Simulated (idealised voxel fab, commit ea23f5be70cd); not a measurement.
The name of this process module is voxel quadruple lines.
This is section cut - it's 140 nm across, gridded in 5 nm square cells.
If you're reading a cross-section in this doc, picture square cells in a grid; it comes to you as bands, top ones listed first down to the bottom, and a band can be one or more rows of cells. Top height, bottom height, nm. Materials left to right, width each, nm. Single material + "full width" = fills band edge to edge. "blank" = empty. Note: height 0 marks the level under which the wafer is uniformly one material as received. Lowest band unbounded below, written "0 nm and below". The width entry "30->40" should be interpreted row by row: the top row of cells in the band takes the first number, the bottom row takes the second number, and the change between adjacent rows is uniform throughout. A step reported as "changes: none" is a step in which no cell of the cross-section changed. Closed-off voids of 8+ cells (no open route to the top) go in "Fully closed voids", written width x height at distance from the left edge, in nm. On each step's line, the part that comes after the settings is the simulator's own comment on the step. A step's line can hold "overlay nm"; with a mask on that step, the setting says how far right of the planned place the mask lay, while a negative setting says it lay to the left.
## Process steps (planned)
1,RECEIVE: material Si
2,CONFORMAL_DEP: material SiO2, thk nm 10
3,DIRECTIONAL_DEP: material Ru, thk nm 10
4,DIRECTIONAL_DEP: material polySi, thk nm 20
5,DIRECTIONAL_DEP: material aC, thk nm 20
6,PATTERN: tone cover, mask id MANDREL, material resist, width nm 25, thk nm 25, overlay nm 0
7,DIRECTIONAL_ETCH: etch materials aC, depth nm 20
8,STRIP: etch materials resist
9,CONFORMAL_DEP: material SiO2, thk nm 15
10,DIRECTIONAL_ETCH: etch materials SiO2, depth nm 15
11,STRIP: etch materials aC
12,DIRECTIONAL_ETCH: etch materials polySi, depth nm 20
13,STRIP: etch materials SiO2
14,CONFORMAL_DEP: material SiN, thk nm 10
15,DIRECTIONAL_ETCH: etch materials SiN, depth nm 10
16,STRIP: etch materials polySi
17,DIRECTIONAL_ETCH: etch materials Ru, depth nm 10
18,STRIP: etch materials SiN
Wafers differ in width nm at step 6; plan lists the first wafer's value; identical starting state.
## As received, i.e. after step 1: cross-section through the first of several wafers
    0 nm and below  Si full width
    Fully closed voids: none
## Heads up, this table goes wafer by wafer. A row tells you, at the end of the module, how many cells of each material that wafer has put on (+) or dropped (-) since it was received, and then its closed voids
width nm 25, +16 Ru, +56 SiO2, Fully closed voids: none
width nm 30, +16 Ru, +56 SiO2, Fully closed voids: none
width nm 35, +16 Ru, +56 SiO2, Fully closed voids: none
width nm 40, +16 Ru, +56 SiO2, Fully closed voids: none
width nm 45, +16 Ru, +56 SiO2, Fully closed voids: none
width nm 50, +16 Ru, +56 SiO2, Fully closed voids: none
